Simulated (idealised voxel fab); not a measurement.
process module | voxel tone inversion
cross-section cut | 145 nm wide | cells 5 nm
A cross-section is a grid of square cells, given in bands from the top down. A band is one or more rows of cells.
Each band's line starts with the height of the band's top and of its bottom, in nm. Then come its materials from left to right, each with its width in nm. One material with "throughout" fills the band from edge to edge. "air" is empty space.
Height 0 is the level under which the wafer as received is all one material. The lowest band goes on downwards, as in "0 down".
A width such as "30 to 40" changes by the same amount from each row of cells to the next, from the band's top row to its bottom row.
"no change" after a step means that no cell of the cross-section changed.
closed voids: empty space of 8 cells or more with no open way to the top, each as width x height at its distance from the left edge, in nm
after a step's settings: what the simulator itself notes on the step
overlay nm, on a step with a mask: how far to the right of its planned place the mask lay; to the left if negative
plan
1 op RECEIVE | material Si
2 op CONFORMAL_DEP | material SiN | thk nm 5
3 op DIRECTIONAL_DEP | material aC | thk nm 25
4 op PATTERN | tone cover | mask id POSTS | material resist | width nm 15 | pitch nm 35 | thk nm 30 | overlay nm 0
5 op DIRECTIONAL_ETCH | etch materials aC | depth nm 25
6 op STRIP | etch materials resist
7 op FILL_DEP | material lowk | thk nm 5
8 op CMP | height nm 30
9 op STRIP | etch materials aC
10 op CONFORMAL_DEP | material TiN | thk nm 5
11 op FILL_DEP | material W | thk nm 5
12 op CMP | height nm 30
13 op CONFORMAL_DEP | material SiN | thk nm 5
as received, after step 1
  0 down: Si throughout
  closed voids: none
a wafer at the end: this start, this plan, one mistake
  35 to 30: SiN throughout
  30 to 10: lowk 30 | SiN 5 | W 5 | SiN 5 | lowk 20 | SiN 5 | W 5 | SiN 5 | lowk 20 | SiN 5 | W 5 | SiN 5 | lowk 30
  10 to 5: lowk 30 | SiN 15 | lowk 20 | SiN 15 | lowk 20 | SiN 15 | lowk 30
  5 to 0: SiN throughout
  0 down: Si throughout
  closed voids: none
what went wrong: step 10 ran as: op CONFORMAL_DEP | material SiN | thk nm 5
